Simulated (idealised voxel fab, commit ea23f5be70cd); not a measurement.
You're looking at the process module voxel gate over fins.
Displayed cross-section: cut, width of 270 nm, square cells sized 5 nm.
A cross-section in this document is a grid of square cells, and it is written down as bands, the top band listed before the ones below it; a band is made up of one or more rows of cells. Top height, bottom height, nm. Materials left to right, width each, nm. Single material + "edge to edge" = fills band edge to edge. "empty" = empty. We count height from 0. Below that, the starting wafer is all one material. The lowest band never ends at the bottom but goes on down; see "0..down" for how that is written. Graded width ("30->40"): value in top row of band = first number; value in bottom row = second number; row-to-row change constant. "nothing different", as given for a step, is the statement that not any cell of the cross-section underwent a change during that step. Voids not open to the top, 8 cells minimum: see "Fully sealed voids". Written width x height at distance; distance is from the left edge; nm. Heads up: the bit after the settings on a step's line is the simulator's remark on that step. overlay nm: right-of-plan distance of the mask on a masked step; negative values mean left-of-plan.

**These are the steps we planned for the process**
1 RECEIVE [material Si]
2 CONFORMAL_DEP [material SiN] [thk nm 10]
3 DIRECTIONAL_DEP [material aC] [thk nm 15]
4 PATTERN [tone cover] [mask id FINS] [material resist] [width nm 15] [pitch nm 45] [thk nm 30] [overlay nm 0]
5 DIRECTIONAL_ETCH [etch materials aC] [depth nm 15]
6 STRIP [etch materials resist]
7 DIRECTIONAL_ETCH [etch materials SiN] [depth nm 10]
8 DIRECTIONAL_ETCH [etch materials Si] [depth nm 30]
9 STRIP [etch materials aC]
10 FILL_DEP [material SiO2] [thk nm 10]
11 CMP [height nm 10]
12 SELECTIVE_ETCH [etch materials SiO2] [depth nm 25]
13 STRIP [etch materials SiN]
14 CONFORMAL_DEP [material HfO2] [thk nm 5]
15 CONFORMAL_DEP [material TiN] [thk nm 5]
16 FILL_DEP [material W] [thk nm 10]
17 CMP [height nm 15]
18 CONFORMAL_DEP [material SiCN] [thk nm 10]

**So, the first of our two wafers, run just as we planned it**

**As-received wafer cross-section (after step 1)**
    0..down | Si edge to edge
    Fully sealed voids: none

**Take a look at the wafer's cross-section after step 2**
    10..0 | SiN edge to edge
    Note: structure below 0 unchanged.

**Take a look at the wafer's cross-section after step 3**
    25..10 | aC edge to edge
    Note: structure below 10 unchanged.

**Take a look at the wafer's cross-section after step 4**
    55..25 | empty 60 nm | resist 15 nm | empty 30 nm | resist 15 nm | empty 30 nm | resist 15 nm | empty 30 nm | resist 15 nm | empty 60 nm
    Note: structure below 25 unchanged.

**Take a look at the wafer's cross-section after step 5**
    40..25 | empty 60 nm | resist 15 nm | empty 30 nm | resist 15 nm | empty 30 nm | resist 15 nm | empty 30 nm | resist 15 nm | empty 60 nm
    25..10 | empty 60 nm | aC 15 nm | empty 30 nm | aC 15 nm | empty 30 nm | aC 15 nm | empty 30 nm | aC 15 nm | empty 60 nm
    Note: structure below 10 unchanged.

**Take a look at the wafer's cross-section after step 6**
    25..10 | empty 60 nm | aC 15 nm | empty 30 nm | aC 15 nm | empty 30 nm | aC 15 nm | empty 30 nm | aC 15 nm | empty 60 nm
    Note: structure below 10 unchanged.

**Take a look at the wafer's cross-section after step 7**
    25..10 | empty 60 nm | aC 15 nm | empty 30 nm | aC 15 nm | empty 30 nm | aC 15 nm | empty 30 nm | aC 15 nm | empty 60 nm
    10..0 | empty 60 nm | SiN 15 nm | empty 30 nm | SiN 15 nm | empty 30 nm | SiN 15 nm | empty 30 nm | SiN 15 nm | empty 60 nm
    Note: structure below 0 unchanged.

**Take a look at the wafer's cross-section after step 8**
    25..10 | empty 60 nm | aC 15 nm | empty 30 nm | aC 15 nm | empty 30 nm | aC 15 nm | empty 30 nm | aC 15 nm | empty 60 nm
    10..0 | empty 60 nm | SiN 15 nm | empty 30 nm | SiN 15 nm | empty 30 nm | SiN 15 nm | empty 30 nm | SiN 15 nm | empty 60 nm
    0..-30 | empty 60 nm | Si 15 nm | empty 30 nm | Si 15 nm | empty 30 nm | Si 15 nm | empty 30 nm | Si 15 nm | empty 60 nm
    Note: structure below -30 unchanged.

**Take a look at the wafer's cross-section after step 9**
    10..0 | empty 60 nm | SiN 15 nm | empty 30 nm | SiN 15 nm | empty 30 nm | SiN 15 nm | empty 30 nm | SiN 15 nm | empty 60 nm
    Note: structure below 0 unchanged.

**Take a look at the wafer's cross-section after step 10**
    20..10 | SiO2 edge to edge
    10..0 | SiO2 60 nm | SiN 15 nm | SiO2 30 nm | SiN 15 nm | SiO2 30 nm | SiN 15 nm | SiO2 30 nm | SiN 15 nm | SiO2 60 nm
    0..-30 | SiO2 60 nm | Si 15 nm | SiO2 30 nm | Si 15 nm | SiO2 30 nm | Si 15 nm | SiO2 30 nm | Si 15 nm | SiO2 60 nm
    Note: structure below -30 unchanged.

**Take a look at the wafer's cross-section after step 11**
    10..0 | SiO2 60 nm | SiN 15 nm | SiO2 30 nm | SiN 15 nm | SiO2 30 nm | SiN 15 nm | SiO2 30 nm | SiN 15 nm | SiO2 60 nm
    Note: structure below 0 unchanged.

**Take a look at the wafer's cross-section after step 12**
    10..0 | empty 60 nm | SiN 15 nm | empty 30 nm | SiN 15 nm | empty 30 nm | SiN 15 nm | empty 30 nm | SiN 15 nm | empty 60 nm
    0..-15 | empty 60 nm | Si 15 nm | empty 30 nm | Si 15 nm | empty 30 nm | Si 15 nm | empty 30 nm | Si 15 nm | empty 60 nm
    Note: structure below -15 unchanged.

**Take a look at the wafer's cross-section after step 13**
    0..-15 | empty 60 nm | Si 15 nm | empty 30 nm | Si 15 nm | empty 30 nm | Si 15 nm | empty 30 nm | Si 15 nm | empty 60 nm
    Note: structure below -15 unchanged.

**Take a look at the wafer's cross-section after step 14**
    5..0 | empty 55 nm | HfO2 25 nm | empty 20 nm | HfO2 25 nm | empty 20 nm | HfO2 25 nm | empty 20 nm | HfO2 25 nm | empty 55 nm
    0..-10 | empty 55 nm | HfO2 5 nm | Si 15 nm | HfO2 5 nm | empty 20 nm | HfO2 5 nm | Si 15 nm | HfO2 5 nm | empty 20 nm | HfO2 5 nm | Si 15 nm | HfO2 5 nm | empty 20 nm | HfO2 5 nm | Si 15 nm | HfO2 5 nm | empty 55 nm
    -10..-15 | HfO2 60 nm | Si 15 nm | HfO2 30 nm | Si 15 nm | HfO2 30 nm | Si 15 nm | HfO2 30 nm | Si 15 nm | HfO2 60 nm
    Note: structure below -15 unchanged.

**Take a look at the wafer's cross-section after step 15**
    10..5 | empty 50 nm | TiN 35 nm | empty 10 nm | TiN 35 nm | empty 10 nm | TiN 35 nm | empty 10 nm | TiN 35 nm | empty 50 nm
    5..0 | empty 50 nm | TiN 5 nm | HfO2 25 nm | TiN 5 nm | empty 10 nm | TiN 5 nm | HfO2 25 nm | TiN 5 nm | empty 10 nm | TiN 5 nm | HfO2 25 nm | TiN 5 nm | empty 10 nm | TiN 5 nm | HfO2 25 nm | TiN 5 nm | empty 50 nm
    0..-5 | empty 50 nm | TiN 5 nm | HfO2 5 nm | Si 15 nm | HfO2 5 nm | TiN 5 nm | empty 10 nm | TiN 5 nm | HfO2 5 nm | Si 15 nm | HfO2 5 nm | TiN 5 nm | empty 10 nm | TiN 5 nm | HfO2 5 nm | Si 15 nm | HfO2 5 nm | TiN 5 nm | empty 10 nm | TiN 5 nm | HfO2 5 nm | Si 15 nm | HfO2 5 nm | TiN 5 nm | empty 50 nm
    -5..-10 | TiN 55 nm | HfO2 5 nm | Si 15 nm | HfO2 5 nm | TiN 20 nm | HfO2 5 nm | Si 15 nm | HfO2 5 nm | TiN 20 nm | HfO2 5 nm | Si 15 nm | HfO2 5 nm | TiN 20 nm | HfO2 5 nm | Si 15 nm | HfO2 5 nm | TiN 55 nm
    Note: structure below -10 unchanged.

**Take a look at the wafer's cross-section after step 16**
    20..10 | W edge to edge
    10..5 | W 50 nm | TiN 35 nm | W 10 nm | TiN 35 nm | W 10 nm | TiN 35 nm | W 10 nm | TiN 35 nm | W 50 nm
    5..0 | W 50 nm | TiN 5 nm | HfO2 25 nm | TiN 5 nm | W 10 nm | TiN 5 nm | HfO2 25 nm | TiN 5 nm | W 10 nm | TiN 5 nm | HfO2 25 nm | TiN 5 nm | W 10 nm | TiN 5 nm | HfO2 25 nm | TiN 5 nm | W 50 nm
    0..-5 | W 50 nm | TiN 5 nm | HfO2 5 nm | Si 15 nm | HfO2 5 nm | TiN 5 nm | W 10 nm | TiN 5 nm | HfO2 5 nm | Si 15 nm | HfO2 5 nm | TiN 5 nm | W 10 nm | TiN 5 nm | HfO2 5 nm | Si 15 nm | HfO2 5 nm | TiN 5 nm | W 10 nm | TiN 5 nm | HfO2 5 nm | Si 15 nm | HfO2 5 nm | TiN 5 nm | W 50 nm
    Note: structure below -5 unchanged.

**Take a look at the wafer's cross-section after step 17**
    15..10 | W edge to edge
    Note: structure below 10 unchanged.

**Take a look at the wafer's cross-section after step 18**
    25..15 | SiCN edge to edge
    Note: structure below 15 unchanged.

**Wafer two. Identical start, identical plan. One mistake in execution. Identical history through step 13**

**Cross-section of the second wafer at the time by which step 14 should have been completed according to the plan**
    5..0 | empty 55 nm | SiO2 25 nm | empty 20 nm | SiO2 25 nm | empty 20 nm | SiO2 25 nm | empty 20 nm | SiO2 25 nm | empty 55 nm
    0..-10 | empty 55 nm | SiO2 5 nm | Si 15 nm | SiO2 5 nm | empty 20 nm | SiO2 5 nm | Si 15 nm | SiO2 5 nm | empty 20 nm | SiO2 5 nm | Si 15 nm | SiO2 5 nm | empty 20 nm | SiO2 5 nm | Si 15 nm | SiO2 5 nm | empty 55 nm
    -10..-30 | SiO2 60 nm | Si 15 nm | SiO2 30 nm | Si 15 nm | SiO2 30 nm | Si 15 nm | SiO2 30 nm | Si 15 nm | SiO2 60 nm
    Note: structure below -30 unchanged.

**Cross-section of the second wafer at the time by which step 15 should have been completed according to the plan**
    10..5 | empty 50 nm | TiN 35 nm | empty 10 nm | TiN 35 nm | empty 10 nm | TiN 35 nm | empty 10 nm | TiN 35 nm | empty 50 nm
    5..0 | empty 50 nm | TiN 5 nm | SiO2 25 nm | TiN 5 nm | empty 10 nm | TiN 5 nm | SiO2 25 nm | TiN 5 nm | empty 10 nm | TiN 5 nm | SiO2 25 nm | TiN 5 nm | empty 10 nm | TiN 5 nm | SiO2 25 nm | TiN 5 nm | empty 50 nm
    0..-5 | empty 50 nm | TiN 5 nm | SiO2 5 nm | Si 15 nm | SiO2 5 nm | TiN 5 nm | empty 10 nm | TiN 5 nm | SiO2 5 nm | Si 15 nm | SiO2 5 nm | TiN 5 nm | empty 10 nm | TiN 5 nm | SiO2 5 nm | Si 15 nm | SiO2 5 nm | TiN 5 nm | empty 10 nm | TiN 5 nm | SiO2 5 nm | Si 15 nm | SiO2 5 nm | TiN 5 nm | empty 50 nm
    -5..-10 | TiN 55 nm | SiO2 5 nm | Si 15 nm | SiO2 5 nm | TiN 20 nm | SiO2 5 nm | Si 15 nm | SiO2 5 nm | TiN 20 nm | SiO2 5 nm | Si 15 nm | SiO2 5 nm | TiN 20 nm | SiO2 5 nm | Si 15 nm | SiO2 5 nm | TiN 55 nm
    Note: structure below -10 unchanged.

**Cross-section of the second wafer at the time by which step 16 should have been completed according to the plan**
    20..10 | W edge to edge
    10..5 | W 50 nm | TiN 35 nm | W 10 nm | TiN 35 nm | W 10 nm | TiN 35 nm | W 10 nm | TiN 35 nm | W 50 nm
    5..0 | W 50 nm | TiN 5 nm | SiO2 25 nm | TiN 5 nm | W 10 nm | TiN 5 nm | SiO2 25 nm | TiN 5 nm | W 10 nm | TiN 5 nm | SiO2 25 nm | TiN 5 nm | W 10 nm | TiN 5 nm | SiO2 25 nm | TiN 5 nm | W 50 nm
    0..-5 | W 50 nm | TiN 5 nm | SiO2 5 nm | Si 15 nm | SiO2 5 nm | TiN 5 nm | W 10 nm | TiN 5 nm | SiO2 5 nm | Si 15 nm | SiO2 5 nm | TiN 5 nm | W 10 nm | TiN 5 nm | SiO2 5 nm | Si 15 nm | SiO2 5 nm | TiN 5 nm | W 10 nm | TiN 5 nm | SiO2 5 nm | Si 15 nm | SiO2 5 nm | TiN 5 nm | W 50 nm
    Note: structure below -5 unchanged.

**Cross-section of the second wafer at the time by which step 17 should have been completed according to the plan**
    15..10 | W edge to edge
    Note: structure below 10 unchanged.

**Cross-section of the second wafer at the time by which step 18 should have been completed according to the plan**
    25..15 | SiCN edge to edge
    Note: structure below 15 unchanged.
Deviation noted in wafer processing: step 14 was run on a setting that differed from the plan, and what really ran there is CONFORMAL_DEP [material SiO2] [thk nm 5]
Cell-count delta at end, second wafer over first, by material: HfO2: 78 fewer, SiO2: 78 more
